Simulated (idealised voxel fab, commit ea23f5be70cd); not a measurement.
voxel ribs on slabs: a process module
FYI the section here is cut, 200 nm wide, cells are 5 nm squares.
In this document a cross-section is written as a grid of square cells. It is given as a series of bands, listed from the top down, and a band is one or more rows of cells.
Look at the band entry: it leads with the top's height and the bottom's height in nm. Then it lists the materials left to right, with a width in nm for each. The word "edge to edge" on a single material says that material fills the band edge to edge. The word "empty" is empty space.
For the purposes of this specification, 0 denotes the height below which the wafer in its as-received condition is composed wholly of one material, and the lowermost band, lacking a lower limit, extends downward without end, as expressed in "0 -> down".
So if you see something like "30->40" for the width, read it as the top row of the band sitting at the first number and the bottom row at the second, with every row in between moving by the same amount as the last.
"no change" for a step: no cell of the cross-section changed in that step.
"Closed void catalog" contains a list of empty spaces, each no smaller than 8 cells and without an open way to the top, written in the form width x height at distance with the distance from the left edge and all three in nm.
That trailing text on a step's line, after the settings, is the simulator's own remark on the step.
You can add "overlay nm" to a step's line. For a step with a mask, it describes how far the mask lay to the right of its planned position, and a negative number describes a lay to the left.

### Process steps (planned)
1,RECEIVE | material Si
2,DIRECTIONAL_DEP | material SiO2 | thk nm 30
3,DIRECTIONAL_DEP | material SiN | thk nm 15
4,PATTERN | tone cover | mask id RIB | material resist | width nm 30 | thk nm 20 | overlay nm 0
5,DIRECTIONAL_ETCH | etch materials SiN | depth nm 5
6,STRIP | etch materials resist
7,PATTERN | tone cover | mask id SLAB | material resist | width nm 70 | thk nm 20 | overlay nm 0
8,DIRECTIONAL_ETCH | etch materials SiN | depth nm 10
9,STRIP | etch materials resist
10,FILL_DEP | material SiO2 | thk nm 25
11,CMP | height nm 60
12,DIRECTIONAL_DEP | material TiN | thk nm 5
13,PATTERN | tone cover | mask id HEATER | material resist | width nm 40 | thk nm 15 | overlay nm 0
14,DIRECTIONAL_ETCH | etch materials TiN | depth nm 5
15,STRIP | etch materials resist
16,CONFORMAL_DEP | material SiO2 | thk nm 10

### Delivered wafer in cross-section: state after step 1
* 0 -> down = Si edge to edge
* Closed void catalog: none

### Figure: cross-sectional view of the wafer upon completion of the module, processed from the initial state and according to the plan depicted above, with one error introduced during execution
* 75 -> 70 = 70 of empty, then 60 of SiO2, then 70 of empty
* 70 -> 65 = SiO2 edge to edge
* 65 -> 60 = 80 of SiO2, then 40 of TiN, then 80 of SiO2
* 60 -> 55 = SiO2 edge to edge
* 55 -> 50 = 85 of SiO2, then 30 of SiN, then 85 of SiO2
* 50 -> 40 = 65 of SiO2, then 70 of SiN, then 65 of SiO2
* 40 -> 30 = SiN edge to edge
* 30 -> 0 = SiO2 edge to edge
* 0 -> down = Si edge to edge
* Closed void catalog: none
It is concluded that the wafer was processed incorrectly with respect to the plan, in that contrary to plan, step 3 was performed as DIRECTIONAL_DEP | material SiN | thk nm 25
